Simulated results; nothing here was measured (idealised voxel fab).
Herein follows the process module entitled voxel ribs on slabs.
Displayed cross-section: cut, width of 205 nm, square cells sized 5 nm.
Notation: cross-section as square-cell grid; stated in bands, top first, going down; one or more cell rows per band. It is stipulated that each band's entry specify, in nanometres, the height of the top of the band and then that of its bottom, followed by the materials of the band in left-to-right sequence, each together with its width in nanometres. A single material marked by the word "all across" is understood to fill the band from edge to edge; the word "air" is understood to denote empty space. Height 0 is the level under which the wafer as received is all one material. The lowest band goes on downwards, as in "top 0, no bottom". When a width is written as two numbers, as in "30..40", the first number is the width in the top row of cells of the band and the second is the width in its bottom row, and the width changes by the same amount from each row to the next. Step note "no alterations made" = no cross-section cell changed. Reported under the label "Voids, fully enclosed" are the empty spaces having no open way to the top and comprising 8 cells or more; the notation for each is width x height at distance, in which the distance is measured from the left edge and all three values are in nm. What comes after the settings on a step's line is commentary from the simulator itself on that step. The line of a step may include "overlay nm". On a step with a mask, this value is how far to the right of its planned place the mask lay. A negative value means the mask lay to the left.

## Process steps foreseen in the plan
| 1 | op RECEIVE | material Si |
| 2 | op DIRECTIONAL_DEP | material SiO2 | thk nm 30 |
| 3 | op DIRECTIONAL_DEP | material polySi | thk nm 15 |
| 4 | op PATTERN | tone cover | mask id RIB | material resist | width nm 30 | thk nm 20 | overlay nm 0 |
| 5 | op DIRECTIONAL_ETCH | etch materials polySi | depth nm 5 |
| 6 | op STRIP | etch materials resist |
| 7 | op PATTERN | tone cover | mask id SLAB | material resist | width nm 80 | thk nm 20 | overlay nm 0 |
| 8 | op DIRECTIONAL_ETCH | etch materials polySi | depth nm 10 |
| 9 | op STRIP | etch materials resist |
| 10 | op FILL_DEP | material SiO2 | thk nm 20 |
| 11 | op CMP | height nm 60 |
| 12 | op DIRECTIONAL_DEP | material TiN | thk nm 10 |
| 13 | op DIRECTIONAL_DEP | material aC | thk nm 15 |
| 14 | op PATTERN | tone cover | mask id HEATER | material resist | width nm 40 | thk nm 35 | overlay nm 0 |
| 15 | op DIRECTIONAL_ETCH | etch materials aC | depth nm 15 |
| 16 | op STRIP | etch materials resist |
| 17 | op DIRECTIONAL_ETCH | etch materials TiN | depth nm 10 |
| 18 | op STRIP | etch materials aC |
| 19 | op CONFORMAL_DEP | material SiN | thk nm 5 |

## Cross-sectional view of the wafer in its as-received condition, corresponding to the state after step 1
* top 0, no bottom  Si all across
* Voids, fully enclosed: none

## The first of two wafers, cross-sectioned at the end of the module, with the run proceeding as planned
* top 75, bottom 70  air (75) / SiN (50) / air (80)
* top 70, bottom 65  air (75) / SiN (5) / TiN (40) / SiN (5) / air (80)
* top 65, bottom 60  SiN (80) / TiN (40) / SiN (85)
* top 60, bottom 45  SiO2 all across
* top 45, bottom 40  SiO2 (85) / polySi (30) / SiO2 (90)
* top 40, bottom 30  SiO2 (60) / polySi (80) / SiO2 (65)
* top 30, bottom 0  SiO2 all across
* top 0, no bottom  Si all across
* Voids, fully enclosed: none

## Here is the second of the two wafers cut open at the end of the module - same start, same plan as the first one, but we made one mistake running it
* top 75, bottom 70  air (75) / SiN (50) / air (80)
* top 70, bottom 65  air (75) / SiN (5) / TiN (40) / SiN (5) / air (80)
* top 65, bottom 60  SiN (80) / TiN (40) / SiN (85)
* top 60, bottom 45  SiO2 all across
* top 45, bottom 40  SiO2 (85) / polySi (30) / SiO2 (90)
* top 40, bottom 30  SiO2 (50) / polySi (80) / SiO2 (75)
* top 30, bottom 0  SiO2 all across
* top 0, no bottom  Si all across
* Voids, fully enclosed: none
Against the plan, the run slipped here: it should be noted that step 7 was executed with settings other than those planned, the operation and settings actually applied being op PATTERN | tone cover | mask id SLAB | material resist | width nm 80 | thk nm 20 | overlay nm -10
Upon completion, the cell count for each material on the second wafer equals that on the first, whereas the spatial distribution of those cells differs.
